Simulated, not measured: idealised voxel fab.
process module | voxel self aligned contacts
cross-section cut | 170 nm wide | cells 5 nm
A cross-section is a grid of square cells, given in bands from the top down. A band is one or more rows of cells.
Each band's line starts with the height of the band's top and of its bottom, in nm. Then come its materials from left to right, each with its width in nm. One material with "throughout" fills the band from edge to edge. "air" is empty space.
Height 0 is the level under which the wafer as received is all one material. The lowest band goes on downwards, as in "0 down".
A width such as "30 to 40" changes by the same amount from each row of cells to the next, from the band's top row to its bottom row.
"no change" after a step means that no cell of the cross-section changed.
closed voids: empty space of 8 cells or more with no open way to the top, each as width x height at its distance from the left edge, in nm
after a step's settings: what the simulator itself notes on the step
overlay nm, on a step with a mask: how far to the right of its planned place the mask lay; to the left if negative
plan
1 op RECEIVE | material Si
2 op OXIDIZE | depth nm 5
3 op DIRECTIONAL_DEP | material polySi | thk nm 30
4 op DIRECTIONAL_DEP | material SiN | thk nm 20
5 op PATTERN | tone cover | mask id GATE | material resist | width nm 25 | pitch nm 50 | thk nm 20 | overlay nm 0
6 op DIRECTIONAL_ETCH | etch materials SiN | depth nm 20
7 op DIRECTIONAL_ETCH | etch materials polySi | depth nm 30
8 op STRIP | etch materials resist
9 op CONFORMAL_DEP | material SiN | thk nm 5
10 op DIRECTIONAL_ETCH | etch materials SiN | depth nm 5
11 op FILL_DEP | material SiO2 | thk nm 15
12 op CMP | height nm 55
13 op MASKED_ETCH | tone open | mask id CONTACT | width nm 35 | etch materials SiO2 | depth nm 60 | overlay nm 0
14 op CONFORMAL_DEP | material TiN | thk nm 5
15 op FILL_DEP | material W | thk nm 10
16 op CMP | height nm 55
17 op CONFORMAL_DEP | material SiCN | thk nm 5
first wafer, as planned
as received, after step 1
  0 down: Si throughout
  closed voids: none
after step 2
  0 to -5: SiO2 throughout
  below -5: unchanged
after step 3
  30 to 0: polySi throughout
  below 0: unchanged
after step 4
  50 to 30: SiN throughout
  below 30: unchanged
after step 5
  70 to 50: air 45 | resist 25 | air 25 | resist 25 | air 50
  below 50: unchanged
after step 6
  70 to 50: air 45 | resist 25 | air 25 | resist 25 | air 50
  50 to 30: air 45 | SiN 25 | air 25 | SiN 25 | air 50
  below 30: unchanged
after step 7
  70 to 50: air 45 | resist 25 | air 25 | resist 25 | air 50
  50 to 30: air 45 | SiN 25 | air 25 | SiN 25 | air 50
  30 to 0: air 45 | polySi 25 | air 25 | polySi 25 | air 50
  below 0: unchanged
after step 8
  50 to 30: air 45 | SiN 25 | air 25 | SiN 25 | air 50
  below 30: unchanged
after step 9
  55 to 30: air 40 | SiN 35 | air 15 | SiN 35 | air 45
  30 to 5: air 40 | SiN 5 | polySi 25 | SiN 5 | air 15 | SiN 5 | polySi 25 | SiN 5 | air 45
  5 to 0: SiN 45 | polySi 25 | SiN 25 | polySi 25 | SiN 50
  below 0: unchanged
after step 10
  50 to 30: air 40 | SiN 35 | air 15 | SiN 35 | air 45
  30 to 0: air 40 | SiN 5 | polySi 25 | SiN 5 | air 15 | SiN 5 | polySi 25 | SiN 5 | air 45
  below 0: unchanged
after step 11
  65 to 50: SiO2 throughout
  50 to 30: SiO2 40 | SiN 35 | SiO2 15 | SiN 35 | SiO2 45
  30 to 0: SiO2 40 | SiN 5 | polySi 25 | SiN 5 | SiO2 15 | SiN 5 | polySi 25 | SiN 5 | SiO2 45
  below 0: unchanged
after step 12
  55 to 50: SiO2 throughout
  below 50: unchanged
after step 13
  55 to 50: SiO2 65 | air 35 | SiO2 70
  50 to 30: SiO2 40 | SiN 35 | air 15 | SiN 35 | SiO2 45
  30 to 0: SiO2 40 | SiN 5 | polySi 25 | SiN 5 | air 15 | SiN 5 | polySi 25 | SiN 5 | SiO2 45
  0 to -5: SiO2 75 | air 15 | SiO2 80
  below -5: unchanged
after step 14
  60 to 55: TiN 70 | air 25 | TiN 75
  55 to 50: SiO2 65 | TiN 15 | air 5 | TiN 15 | SiO2 70
  50 to 30: SiO2 40 | SiN 35 | TiN 5 | air 5 | TiN 5 | SiN 35 | SiO2 45
  30 to 0: SiO2 40 | SiN 5 | polySi 25 | SiN 5 | TiN 5 | air 5 | TiN 5 | SiN 5 | polySi 25 | SiN 5 | SiO2 45
  0 to -5: SiO2 75 | TiN 15 | SiO2 80
  below -5: unchanged
after step 15
  70 to 60: W throughout
  60 to 55: TiN 70 | W 25 | TiN 75
  55 to 50: SiO2 65 | TiN 15 | W 5 | TiN 15 | SiO2 70
  50 to 30: SiO2 40 | SiN 35 | TiN 5 | W 5 | TiN 5 | SiN 35 | SiO2 45
  30 to 0: SiO2 40 | SiN 5 | polySi 25 | SiN 5 | TiN 5 | W 5 | TiN 5 | SiN 5 | polySi 25 | SiN 5 | SiO2 45
  below 0: unchanged
after step 16
  55 to 50: SiO2 65 | TiN 15 | W 5 | TiN 15 | SiO2 70
  below 50: unchanged
after step 17
  60 to 55: SiCN throughout
  below 55: unchanged
second wafer: like start, like plan, one mistake. Through step 12 it matches the first wafer
when step 13 should have ended
  55 to 50: SiO2 60 | air 45 | SiO2 65
  50 to 30: SiO2 40 | SiN 35 | air 15 | SiN 35 | SiO2 45
  30 to 0: SiO2 40 | SiN 5 | polySi 25 | SiN 5 | air 15 | SiN 5 | polySi 25 | SiN 5 | SiO2 45
  0 to -5: SiO2 75 | air 15 | SiO2 80
  below -5: unchanged
when step 14 should have ended
  60 to 55: TiN 65 | air 35 | TiN 70
  55 to 50: SiO2 60 | TiN 20 | air 5 | TiN 20 | SiO2 65
  50 to 30: SiO2 40 | SiN 35 | TiN 5 | air 5 | TiN 5 | SiN 35 | SiO2 45
  30 to 0: SiO2 40 | SiN 5 | polySi 25 | SiN 5 | TiN 5 | air 5 | TiN 5 | SiN 5 | polySi 25 | SiN 5 | SiO2 45
  0 to -5: SiO2 75 | TiN 15 | SiO2 80
  below -5: unchanged
when step 15 should have ended
  70 to 60: W throughout
  60 to 55: TiN 65 | W 35 | TiN 70
  55 to 50: SiO2 60 | TiN 20 | W 5 | TiN 20 | SiO2 65
  50 to 30: SiO2 40 | SiN 35 | TiN 5 | W 5 | TiN 5 | SiN 35 | SiO2 45
  30 to 0: SiO2 40 | SiN 5 | polySi 25 | SiN 5 | TiN 5 | W 5 | TiN 5 | SiN 5 | polySi 25 | SiN 5 | SiO2 45
  below 0: unchanged
when step 16 should have ended
  55 to 50: SiO2 60 | TiN 20 | W 5 | TiN 20 | SiO2 65
  below 50: unchanged
when step 17 should have ended
  60 to 55: SiCN throughout
  below 55: unchanged
what went wrong: step 13 ran as: op MASKED_ETCH | tone open | mask id CONTACT | width nm 45 | etch materials SiO2 | depth nm 60 | overlay nm 0
at the end the second wafer has, in cells: 2 fewer of SiO2 | 2 more of TiN
